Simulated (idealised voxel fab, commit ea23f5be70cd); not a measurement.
Process module, titled voxel wiring stack
We display cut, a cross-section 285 nm in width whose square cells are each 5 nm.
Format of a cross-section: grid, square cells. Given as bands. Order: top down. Band: one or more rows of cells. The band entry comprises the height of the band's top followed by the height of its bottom, expressed in nm, and subsequently the band's materials from left to right, each stated together with its width in nm. Where a single material is marked with the word "throughout", that material fills the band from edge to edge. The word "blank" represents empty space. Heights are reckoned from 0. Under this level, the received wafer is all of one material. The bottommost band is open-ended downward, for example "0..down". Top row gets the first number, bottom row gets the second, and each row in between changes by the same step: that is how a band width like "30 to 40" works. When a step is marked "all unchanged", none of the cells in the cross-section changed during that step. Each empty space that has no open way to the top and spans at least 8 cells appears under "Enclosed cavities" as width x height at distance, the distance counted from the left edge, all in nm. Past the settings on a step's line: simulator remark, on that step. If you see "overlay nm" on a step's line and that step has a mask, it's telling you how far right of where it was planned the mask ended up; a negative number means it went left instead.

Below is the list of planned process steps
1) RECEIVE with material Si
2) CONFORMAL_DEP with material SiO2, thk nm 15
3) DIRECTIONAL_DEP with material TiN, thk nm 5
4) DIRECTIONAL_DEP with material Ru, thk nm 15
5) PATTERN with tone cover, mask id METAL_1, material resist, width nm 30, pitch nm 45, thk nm 15, overlay nm 0
6) DIRECTIONAL_ETCH with etch materials Ru, depth nm 15
7) DIRECTIONAL_ETCH with etch materials TiN, depth nm 5
8) STRIP with etch materials resist
9) CONFORMAL_DEP with material SiCN, thk nm 5
10) FILL_DEP with material SiO2, thk nm 10
11) CMP with height nm 35
12) CONFORMAL_DEP with material SiCN, thk nm 5
13) DIRECTIONAL_DEP with material lowk, thk nm 10
14) DIRECTIONAL_DEP with material aC, thk nm 10
15) PATTERN with tone open, mask id PLUG_1, material resist, width nm 15, thk nm 25, overlay nm 0
16) DIRECTIONAL_ETCH with etch materials aC, depth nm 10
17) STRIP with etch materials resist
18) DIRECTIONAL_ETCH with etch materials lowk, depth nm 20
19) DIRECTIONAL_ETCH with etch materials SiCN, depth nm 5
20) STRIP with etch materials aC
21) CONFORMAL_DEP with material TiN, thk nm 5
22) FILL_DEP with material W, thk nm 10
23) CMP with height nm 60
24) CONFORMAL_DEP with material SiCN, thk nm 5
25) DIRECTIONAL_DEP with material SiO2, thk nm 15
26) MASKED_ETCH with tone open, mask id METAL_2, width nm 30, pitch nm 45, etch materials SiO2, depth nm 15, overlay nm 0
27) MASKED_ETCH with tone open, mask id METAL_2, width nm 30, pitch nm 45, etch materials SiCN, depth nm 5, overlay nm 0
28) CONFORMAL_DEP with material TiN, thk nm 5
29) FILL_DEP with material Cu, thk nm 10
30) CMP with height nm 80
31) CONFORMAL_DEP with material SiCN, thk nm 5
32) DIRECTIONAL_DEP with material lowk, thk nm 10
33) MASKED_ETCH with tone open, mask id PLUG_2, width nm 15, etch materials lowk, depth nm 10, overlay nm 0
34) MASKED_ETCH with tone open, mask id PLUG_2, width nm 15, etch materials SiCN, depth nm 5, overlay nm 0
35) EPI with material Ru, thk nm 10
36) EPI with material Ru, thk nm 5
37) CONFORMAL_DEP with material SiN, thk nm 5
38) DIRECTIONAL_DEP with material SiO2, thk nm 15
39) DIRECTIONAL_DEP with material aC, thk nm 15
40) PATTERN with tone open, mask id METAL_3, material resist, width nm 30, pitch nm 45, thk nm 35, overlay nm 0
41) DIRECTIONAL_ETCH with etch materials aC, depth nm 15
42) STRIP with etch materials resist
43) DIRECTIONAL_ETCH with etch materials SiO2, depth nm 15
44) DIRECTIONAL_ETCH with etch materials SiN, depth nm 5
45) STRIP with etch materials aC
46) CONFORMAL_DEP with material TiN, thk nm 5
47) FILL_DEP with material Ru, thk nm 10
48) CMP with height nm 115
49) CONFORMAL_DEP with material SiCN, thk nm 5
50) DIRECTIONAL_DEP with material lowk, thk nm 30
51) PATTERN with tone open, mask id METAL_4_HOLES, material resist, width nm 15, thk nm 20, overlay nm 0
52) DIRECTIONAL_ETCH with etch materials lowk, depth nm 30
53) STRIP with etch materials resist
54) PATTERN with tone open, mask id METAL_4, material resist, width nm 30, pitch nm 45, thk nm 15, overlay nm 0
55) DIRECTIONAL_ETCH with etch materials lowk, depth nm 20
56) DIRECTIONAL_ETCH with etch materials SiCN, depth nm 5
57) STRIP with etch materials resist
58) CONFORMAL_DEP with material TiN, thk nm 5
59) FILL_DEP with material Cu, thk nm 5
60) CMP with height nm 150
61) CONFORMAL_DEP with material SiN, thk nm 5
Don't read the plan's thk nm for step 13 as applying to every wafer: that's the first wafer's value, and the wafers differ in it, though they all start identical.

Received condition of the first of several wafers, sectioned: post-step 1
	0..down: Si throughout
	Enclosed cavities: none

Where each wafer stands at the end of the module, a row apiece: cells of each material gained (+) or lost (-) since it was received, then closed voids
thk nm 10 | +51 Cu | +69 Ru | +264 SiCN | +102 SiN | +564 SiO2 | +153 TiN | +60 W | +504 lowk | Enclosed cavities: none
thk nm 15 | +51 Cu | +69 Ru | +264 SiCN | +102 SiN | +564 SiO2 | +155 TiN | +4 W | +558 lowk | Enclosed cavities: none
thk nm 20 | +51 Cu | +69 Ru | +264 SiCN | +102 SiN | +564 SiO2 | +101 TiN | +4 W | +612 lowk | Enclosed cavities: none
thk nm 25 | +51 Cu | +69 Ru | +267 SiCN | +102 SiN | +564 SiO2 | +97 TiN | +2 W | +615 lowk | Enclosed cavities: none
thk nm 30 | +51 Cu | +69 Ru | +267 SiCN | +102 SiN | +564 SiO2 | +95 TiN | +1 W | +618 lowk | Enclosed cavities: none
thk nm 35 | +51 Cu | +69 Ru | +267 SiCN | +102 SiN | +564 SiO2 | +93 TiN | +621 lowk | Enclosed cavities: none
